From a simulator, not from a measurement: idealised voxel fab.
Title: Process Module voxel air gaps
Cross-sectional view cut (width: 270 nm; square cell size: 5 nm).
Cross-section spec: square-cell grid; bands listed top down; each band is one or more rows.
Per band: top height and bottom height in nm, followed by the left-to-right materials and their widths in nm; "full width" marks a single material spanning edge to edge, "empty" marks empty space.
It should be noted that heights are counted from 0, beneath which the wafer as supplied is of one material throughout, and that the lowest band possesses no lower boundary but continues downward, as written in "0 nm and below".
A width such as "30->40" changes by the same amount from each row of cells to the next, from the band's top row to its bottom row.
No cell of the cross-section changed in a step that is given as "nothing was modified".
Voids not open to the top, 8 cells minimum: see "Closed void list". Written width x height at distance; distance is from the left edge; nm.
It should be noted that, on the line of a given step, the content following the step's settings is a remark produced by the simulator itself with respect to that step.
On any step carrying a mask, the "overlay nm" setting, if present on the step's line, tells how far right of its planned place the mask lay; negative values point to the left.

## List of planned process steps
1: RECEIVE (material Si)
2: CONFORMAL_DEP (material SiO2; thk nm 15)
3: CONFORMAL_DEP (material SiCN; thk nm 5)
4: DIRECTIONAL_DEP (material SiO2; thk nm 30)
5: PATTERN (tone open; mask id LINES; material resist; width nm 25; pitch nm 50; thk nm 20; overlay nm -15)
6: DIRECTIONAL_ETCH (etch materials SiO2; depth nm 30)
7: STRIP (etch materials resist)
8: CONFORMAL_DEP (material TiN; thk nm 5)
9: FILL_DEP (material Ru; thk nm 10)
10: CMP (height nm 50)
11: EPI (material Ru; thk nm 10)
12: SELECTIVE_ETCH (etch materials SiO2; depth nm 40)
13: CONFORMAL_DEP (material SiCN; thk nm 5)
It is noted that the wafers described herein are identical at the outset and are distinguished by the overlay nm of step 5; the value stated in the plan corresponds to the first wafer.

## After step 1, as received: first of several wafers, cross-section
0 nm and below = Si full width
Closed void list: none

## End of module, by wafer: material-by-material cell gain (+) or loss (-) since receipt, then closed voids
overlay nm -15, +132 Ru, +192 SiCN, +162 SiO2, +60 TiN, Closed void list: 15 x 20 at 60; 15 x 20 at 110; 15 x 20 at 160
overlay nm -10, +132 Ru, +192 SiCN, +162 SiO2, +60 TiN, Closed void list: 15 x 20 at 65; 15 x 20 at 115; 15 x 20 at 165
overlay nm -5, +132 Ru, +192 SiCN, +162 SiO2, +60 TiN, Closed void list: 15 x 20 at 70; 15 x 20 at 120; 15 x 20 at 170
overlay nm 0, +132 Ru, +192 SiCN, +162 SiO2, +60 TiN, Closed void list: 15 x 20 at 75; 15 x 20 at 125; 15 x 20 at 175
overlay nm 5, +132 Ru, +192 SiCN, +162 SiO2, +60 TiN, Closed void list: 15 x 20 at 80; 15 x 20 at 130; 15 x 20 at 180
overlay nm 10, +132 Ru, +192 SiCN, +162 SiO2, +60 TiN, Closed void list: 15 x 20 at 85; 15 x 20 at 135; 15 x 20 at 185
overlay nm 15, +132 Ru, +192 SiCN, +162 SiO2, +60 TiN, Closed void list: 15 x 20 at 90; 15 x 20 at 140; 15 x 20 at 190
